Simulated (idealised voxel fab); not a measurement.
voxel self aligned vias: a process module
Square cells of 5 nm make up the cross-section cut, whose width is 280 nm.
Think of the cross-section as a grid of square cells. We describe it in bands, top to bottom, and each band covers one or more rows of those cells. Within each band entry, the heights of the top and of the bottom of the band appear first, in that order and in nm; the materials of the band then follow from left to right, each with its corresponding width in nm. The designation "all across" on a single material indicates that it fills the band from edge to edge; the designation "empty" indicates empty space. Zero point of the height axis is 0; under it, received wafer = one material. Lowest band: continues down indefinitely, "0 down". Per-row width for "30..40": begins at first number (top row of band), ends at second number (bottom row), increment between rows held constant. Key: "changes: none" - step with no changed cell in the cross-section. "Fully sealed cavities": empty spaces of 8 cells or more with no open way to the top, each given as width x height at distance, distance from the left edge, all in nm. Heads up: the bit after the settings on a step's line is the simulator's remark on that step. When a step includes a mask, the "overlay nm" setting on its line states how far to the right of its planned place that mask lay, and negative values state how far to the left.
## The process steps that were planned are listed below
1: RECEIVE [material Si]
2: CONFORMAL_DEP [material SiO2] [thk nm 15]
3: CONFORMAL_DEP [material SiCN] [thk nm 5]
4: DIRECTIONAL_DEP [material SiO2] [thk nm 30]
5: PATTERN [tone open] [mask id LINES] [material resist] [width nm 30] [pitch nm 70] [thk nm 20] [overlay nm -15]
6: DIRECTIONAL_ETCH [etch materials SiO2] [depth nm 30]
7: STRIP [etch materials resist]
8: CONFORMAL_DEP [material TiN] [thk nm 5]
9: FILL_DEP [material Ru] [thk nm 5]
10: CMP [height nm 50]
11: SELECTIVE_ETCH [etch materials W Ru TiN] [depth nm 10]
12: FILL_DEP [material SiN] [thk nm 5]
13: CMP [height nm 50]
14: DIRECTIONAL_DEP [material SiO2] [thk nm 15]
15: MASKED_ETCH [tone open] [mask id VIAS] [width nm 50] [pitch nm 70] [etch materials SiO2] [depth nm 15] [overlay nm 0]
16: MASKED_ETCH [tone open] [mask id VIAS] [width nm 50] [pitch nm 70] [etch materials SiN] [depth nm 10] [overlay nm 0]
17: CONFORMAL_DEP [material TiN] [thk nm 5]
18: FILL_DEP [material Ru] [thk nm 5]
19: CMP [height nm 65]
20: CONFORMAL_DEP [material SiN] [thk nm 5]
What sets these wafers apart? The overlay nm at step 5. They all start alike, and the plan carries the first wafer's value.
## Cross-section of the first of several received wafers, showing its state after step 1
  0 down = Si all across
  Fully sealed cavities: none
## Last step of the module is step 20; after it, the first of several wafers in cross-section
  70 to 65 = SiN all across
  65 to 55 = 45 of SiO2 / 5 of TiN / 40 of Ru / 5 of TiN / 20 of SiO2 / 5 of TiN / 40 of Ru / 5 of TiN / 20 of SiO2 / 5 of TiN / 40 of Ru / 5 of TiN / 45 of SiO2
  55 to 50 = 45 of SiO2 / 5 of TiN / 15 of Ru / 30 of TiN / 20 of SiO2 / 5 of TiN / 15 of Ru / 30 of TiN / 20 of SiO2 / 5 of TiN / 15 of Ru / 30 of TiN / 45 of SiO2
  50 to 45 = 40 of SiO2 / 5 of SiN / 5 of TiN / 15 of Ru / 5 of TiN / 40 of SiO2 / 5 of SiN / 5 of TiN / 15 of Ru / 5 of TiN / 40 of SiO2 / 5 of SiN / 5 of TiN / 15 of Ru / 5 of TiN / 70 of SiO2
  45 to 40 = 40 of SiO2 / 5 of SiN / 25 of TiN / 40 of SiO2 / 5 of SiN / 25 of TiN / 40 of SiO2 / 5 of SiN / 25 of TiN / 70 of SiO2
  40 to 25 = 40 of SiO2 / 5 of TiN / 20 of Ru / 5 of TiN / 40 of SiO2 / 5 of TiN / 20 of Ru / 5 of TiN / 40 of SiO2 / 5 of TiN / 20 of Ru / 5 of TiN / 70 of SiO2
  25 to 20 = 40 of SiO2 / 30 of TiN / 40 of SiO2 / 30 of TiN / 40 of SiO2 / 30 of TiN / 70 of SiO2
  20 to 15 = SiCN all across
  15 to 0 = SiO2 all across
  0 down = Si all across
  Fully sealed cavities: none
## The final wafer, sectioned at module end
  70 to 65 = SiN all across
  65 to 55 = 45 of SiO2 / 5 of TiN / 40 of Ru / 5 of TiN / 20 of SiO2 / 5 of TiN / 40 of Ru / 5 of TiN / 20 of SiO2 / 5 of TiN / 40 of Ru / 5 of TiN / 45 of SiO2
  55 to 50 = 45 of SiO2 / 30 of TiN / 15 of Ru / 5 of TiN / 20 of SiO2 / 30 of TiN / 15 of Ru / 5 of TiN / 20 of SiO2 / 30 of TiN / 15 of Ru / 5 of TiN / 45 of SiO2
  50 to 45 = 70 of SiO2 / 5 of TiN / 15 of Ru / 5 of TiN / 5 of SiN / 40 of SiO2 / 5 of TiN / 15 of Ru / 5 of TiN / 5 of SiN / 40 of SiO2 / 5 of TiN / 15 of Ru / 5 of TiN / 5 of SiN / 40 of SiO2
  45 to 40 = 70 of SiO2 / 25 of TiN / 5 of SiN / 40 of SiO2 / 25 of TiN / 5 of SiN / 40 of SiO2 / 25 of TiN / 5 of SiN / 40 of SiO2
  40 to 25 = 70 of SiO2 / 5 of TiN / 20 of Ru / 5 of TiN / 40 of SiO2 / 5 of TiN / 20 of Ru / 5 of TiN / 40 of SiO2 / 5 of TiN / 20 of Ru / 5 of TiN / 40 of SiO2
  25 to 20 = 70 of SiO2 / 30 of TiN / 40 of SiO2 / 30 of TiN / 40 of SiO2 / 30 of TiN / 40 of SiO2
  20 to 15 = SiCN all across
  15 to 0 = SiO2 all across
  0 down = Si all across
  Fully sealed cavities: none
## The rows of the table below are wafers. Looking at the end of the module, a row counts, for every material, the cells the wafer has gained, shown as (+), or lost, shown as (-), since it was received; its closed voids come next
overlay nm -15, +102 Ru, +56 SiCN, +62 SiN, +474 SiO2, +90 TiN, Fully sealed cavities: none
overlay nm -10, +108 Ru, +56 SiCN, +56 SiN, +474 SiO2, +90 TiN, Fully sealed cavities: none
overlay nm -5, +108 Ru, +56 SiCN, +56 SiN, +474 SiO2, +90 TiN, Fully sealed cavities: none
overlay nm 0, +108 Ru, +56 SiCN, +56 SiN, +474 SiO2, +90 TiN, Fully sealed cavities: none
overlay nm 5, +108 Ru, +56 SiCN, +56 SiN, +474 SiO2, +90 TiN, Fully sealed cavities: none
overlay nm 10, +108 Ru, +56 SiCN, +56 SiN, +474 SiO2, +90 TiN, Fully sealed cavities: none
overlay nm 15, +102 Ru, +56 SiCN, +62 SiN, +474 SiO2, +90 TiN, Fully sealed cavities: none
